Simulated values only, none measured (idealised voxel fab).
process module | voxel capacitor over wiring
cross-section cut | 190 nm wide | cells 5 nm
A cross-section is a grid of square cells, given in bands from the top down. A band is one or more rows of cells.
Each band's line starts with the height of the band's top and of its bottom, in nm. Then come its materials from left to right, each with its width in nm. One material with "throughout" fills the band from edge to edge. "air" is empty space.
Height 0 is the level under which the wafer as received is all one material. The lowest band goes on downwards, as in "0 down".
A width such as "30 to 40" changes by the same amount from each row of cells to the next, from the band's top row to its bottom row.
"no change" after a step means that no cell of the cross-section changed.
closed voids: empty space of 8 cells or more with no open way to the top, each as width x height at its distance from the left edge, in nm
after a step's settings: what the simulator itself notes on the step
overlay nm, on a step with a mask: how far to the right of its planned place the mask lay; to the left if negative
plan
1 op RECEIVE | material Si
2 op CONFORMAL_DEP | material SiO2 | thk nm 15
3 op DIRECTIONAL_DEP | material TiN | thk nm 5
4 op DIRECTIONAL_DEP | material Ru | thk nm 20
5 op PATTERN | tone cover | mask id METAL_1 | material resist | width nm 25 | pitch nm 95 | thk nm 20 | overlay nm 0
6 op DIRECTIONAL_ETCH | etch materials Ru | depth nm 20
7 op DIRECTIONAL_ETCH | etch materials TiN | depth nm 5
8 op STRIP | etch materials resist
9 op CONFORMAL_DEP | material SiN | thk nm 5
10 op FILL_DEP | material SiO2 | thk nm 5
11 op CMP | height nm 40
12 op CONFORMAL_DEP | material SiCN | thk nm 5
13 op DIRECTIONAL_DEP | material SiO2 | thk nm 15
14 op DIRECTIONAL_DEP | material aC | thk nm 15
15 op PATTERN | tone open | mask id PLUG_1 | material resist | width nm 15 | thk nm 30 | overlay nm 0
16 op DIRECTIONAL_ETCH | etch materials aC | depth nm 15
17 op STRIP | etch materials resist
18 op DIRECTIONAL_ETCH | etch materials SiO2 | depth nm 15
19 op DIRECTIONAL_ETCH | etch materials SiCN | depth nm 5
20 op STRIP | etch materials aC
21 op CONFORMAL_DEP | material TiN | thk nm 5
22 op FILL_DEP | material W | thk nm 5
23 op CMP | height nm 60
24 op DIRECTIONAL_DEP | material TiN | thk nm 10
25 op DIRECTIONAL_DEP | material HfO2 | thk nm 5
26 op DIRECTIONAL_DEP | material TiN | thk nm 10
27 op PATTERN | tone cover | mask id UPPER_PLATE | material resist | width nm 75 | thk nm 15 | overlay nm 0
28 op DIRECTIONAL_ETCH | etch materials TiN | depth nm 10
29 op DIRECTIONAL_ETCH | etch materials HfO2 | depth nm 5
30 op STRIP | etch materials resist
31 op PATTERN | tone cover | mask id LOWER_PLATE | material resist | width nm 85 | thk nm 15 | overlay nm 0
32 op DIRECTIONAL_ETCH | etch materials TiN | depth nm 10
33 op STRIP | etch materials resist
34 op FILL_DEP | material SiO2 | thk nm 20
35 op CMP | height nm 100
36 op DIRECTIONAL_DEP | material aC | thk nm 15
37 op PATTERN | tone open | mask id PLUG_2 | material resist | width nm 15 | thk nm 30 | overlay nm 0
38 op DIRECTIONAL_ETCH | etch materials aC | depth nm 15
39 op STRIP | etch materials resist
40 op DIRECTIONAL_ETCH | etch materials SiO2 | depth nm 15
41 op STRIP | etch materials aC
42 op CONFORMAL_DEP | material TiN | thk nm 5
43 op FILL_DEP | material Cu | thk nm 10
44 op CMP | height nm 100
45 op CONFORMAL_DEP | material SiCN | thk nm 5
as received, after step 1
  0 down: Si throughout
  closed voids: none
first wafer at the end, as planned
  105 to 100: SiCN throughout
  100 to 90: SiO2 55 | TiN 5 | Cu 5 | TiN 5 | SiO2 120
  90 to 85: SiO2 55 | TiN 15 | SiO2 120
  85 to 75: SiO2 45 | TiN 75 | SiO2 70
  75 to 70: SiO2 45 | HfO2 75 | SiO2 70
  70 to 60: SiO2 40 | TiN 85 | SiO2 65
  60 to 45: SiO2 45 | TiN 5 | W 5 | TiN 5 | SiO2 130
  45 to 40: SiCN 45 | TiN 15 | SiCN 130
  40 to 20: SiO2 30 | SiN 5 | Ru 25 | SiN 5 | SiO2 60 | SiN 5 | Ru 25 | SiN 5 | SiO2 30
  20 to 15: SiN 35 | TiN 25 | SiN 70 | TiN 25 | SiN 35
  15 to 0: SiO2 throughout
  0 down: Si throughout
  closed voids: none
second wafer at the end: like start, like plan, one mistake
  105 to 100: SiCN throughout
  100 to 90: SiO2 55 | TiN 5 | Cu 5 | TiN 5 | SiO2 120
  90 to 85: SiO2 55 | TiN 15 | SiO2 120
  85 to 75: SiO2 45 | TiN 75 | SiO2 70
  75 to 70: SiO2 45 | HfO2 75 | SiO2 70
  70 to 60: SiO2 40 | TiN 85 | SiO2 65
  60 to 45: SiO2 45 | TiN 5 | W 5 | TiN 5 | SiO2 130
  45 to 40: SiCN 45 | TiN 15 | SiCN 130
  40 to 35: SiO2 30 | SiN 5 | Ru 25 | SiN 5 | SiO2 60 | SiN 5 | Ru 25 | SiN 5 | SiO2 30
  35 to 30: SiN 35 | TiN 25 | SiN 70 | TiN 25 | SiN 35
  30 to 0: SiO2 throughout
  0 down: Si throughout
  closed voids: none
what went wrong: step 2 was run twice
at the end the second wafer has, in cells: 30 fewer of Ru | 12 fewer of SiN | 42 more of SiO2
